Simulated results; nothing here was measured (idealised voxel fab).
Process module, titled voxel self aligned contacts
Section cut is 220 nm wide and gridded with 5 nm square cells.
The cross-sections in this document take the form of a grid made of square cells. They are written out as bands, in order from top to bottom. Each band consists of one or more rows of cells.
What a band's entry tells you: where the top is and where the bottom is, as heights in nm, and after that what lies inside, material by material from left to right, each with its width in nm. Empty space is written as the word "air", and a single material marked with the word "all across" occupies the band from edge to edge.
Below 0: as-received wafer, all one material; heights counted from there. Lowest band: no bottom, goes on down, written "0 nm and below".
With a width like "30 to 40", each row of cells in the band differs from the next by the same amount, the top row carrying the first number and the bottom row the second.
Where the words "nothing altered" appear for a step, the cross-section shows no cell changed by that step; every cell remained as before.
What "Enclosed voids" gives you is every empty space of 8 cells or more that is cut off from the top. Each appears as width x height at distance, with the distance taken from the left edge and width, height and distance all in nm.
Read whatever lies past the settings on a step's line as the simulator's own remark about the step.
On any step carrying a mask, the "overlay nm" setting, if present on the step's line, tells how far right of its planned place the mask lay; negative values point to the left.

### The process steps that were planned are listed below
| 1 | RECEIVE | material Si |
| 2 | OXIDIZE | depth nm 5 |
| 3 | DIRECTIONAL_DEP | material polySi | thk nm 30 |
| 4 | DIRECTIONAL_DEP | material SiN | thk nm 20 |
| 5 | PATTERN | tone cover | mask id GATE | material resist | width nm 35 | pitch nm 65 | thk nm 15 | overlay nm 0 |
| 6 | DIRECTIONAL_ETCH | etch materials SiN | depth nm 20 |
| 7 | DIRECTIONAL_ETCH | etch materials polySi | depth nm 30 |
| 8 | STRIP | etch materials resist |
| 9 | CONFORMAL_DEP | material SiN | thk nm 5 |
| 10 | DIRECTIONAL_ETCH | etch materials SiN | depth nm 5 |
| 11 | FILL_DEP | material SiO2 | thk nm 15 |
| 12 | CMP | height nm 55 |
| 13 | PATTERN | tone open | mask id CONTACT | material resist | width nm 50 | pitch nm 65 | thk nm 15 | overlay nm -15 |
| 14 | DIRECTIONAL_ETCH | etch materials SiO2 | depth nm 60 |
| 15 | STRIP | etch materials resist |
| 16 | CONFORMAL_DEP | material TiN | thk nm 5 |
| 17 | FILL_DEP | material Ru | thk nm 10 |
| 18 | CMP | height nm 55 |
| 19 | CONFORMAL_DEP | material SiN | thk nm 5 |
For this document, wafers share an identical start and vary in the step 13 overlay nm; the plan quotes the first wafer's value.

### First of several wafers, received after step 1, in cross-section
0 nm and below  Si all across
Enclosed voids: none

### After the module's final step, step 19: the first of several wafers in cross-section
60 nm to 55 nm  SiN all across
55 nm to 50 nm  SiO2 35 nm; TiN 35 nm; Ru 10 nm; TiN 5 nm; SiO2 15 nm; TiN 35 nm; Ru 10 nm; TiN 5 nm; SiO2 70 nm
50 nm to 30 nm  SiO2 20 nm; SiN 45 nm; TiN 5 nm; Ru 10 nm; TiN 5 nm; SiN 45 nm; TiN 5 nm; Ru 10 nm; TiN 5 nm; SiN 45 nm; SiO2 25 nm
30 nm to 0 nm  SiO2 20 nm; SiN 5 nm; polySi 35 nm; SiN 5 nm; TiN 5 nm; Ru 10 nm; TiN 5 nm; SiN 5 nm; polySi 35 nm; SiN 5 nm; TiN 5 nm; Ru 10 nm; TiN 5 nm; SiN 5 nm; polySi 35 nm; SiN 5 nm; SiO2 25 nm
0 nm to -5 nm  SiO2 65 nm; TiN 20 nm; SiO2 45 nm; TiN 20 nm; SiO2 70 nm
-5 nm and below  Si all across
Enclosed voids: none

### Sectional view of the last wafer upon completion of the module
60 nm to 55 nm  SiN all across
55 nm to 50 nm  SiO2 65 nm; TiN 5 nm; Ru 10 nm; TiN 35 nm; SiO2 15 nm; TiN 5 nm; Ru 10 nm; TiN 35 nm; SiO2 40 nm
50 nm to 30 nm  SiO2 20 nm; SiN 45 nm; TiN 5 nm; Ru 10 nm; TiN 5 nm; SiN 45 nm; TiN 5 nm; Ru 10 nm; TiN 5 nm; SiN 45 nm; SiO2 25 nm
30 nm to 0 nm  SiO2 20 nm; SiN 5 nm; polySi 35 nm; SiN 5 nm; TiN 5 nm; Ru 10 nm; TiN 5 nm; SiN 5 nm; polySi 35 nm; SiN 5 nm; TiN 5 nm; Ru 10 nm; TiN 5 nm; SiN 5 nm; polySi 35 nm; SiN 5 nm; SiO2 25 nm
0 nm to -5 nm  SiO2 65 nm; TiN 20 nm; SiO2 45 nm; TiN 20 nm; SiO2 70 nm
-5 nm and below  Si all across
Enclosed voids: none

### wafer rows; end of module; cells per material since receipt: (+) gained, (-) lost; then closed voids
overlay nm -15, +44 Ru, -44 Si, +188 SiN, +150 SiO2, +64 TiN, +126 polySi, Enclosed voids: none
overlay nm -10, +44 Ru, -44 Si, +188 SiN, +150 SiO2, +64 TiN, +126 polySi, Enclosed voids: none
overlay nm -5, +44 Ru, -44 Si, +188 SiN, +150 SiO2, +64 TiN, +126 polySi, Enclosed voids: none
overlay nm 0, +44 Ru, -44 Si, +188 SiN, +150 SiO2, +64 TiN, +126 polySi, Enclosed voids: none
overlay nm 5, +44 Ru, -44 Si, +188 SiN, +150 SiO2, +64 TiN, +126 polySi, Enclosed voids: none
overlay nm 10, +44 Ru, -44 Si, +188 SiN, +150 SiO2, +64 TiN, +126 polySi, Enclosed voids: none
overlay nm 15, +44 Ru, -44 Si, +188 SiN, +150 SiO2, +64 TiN, +126 polySi, Enclosed voids: none
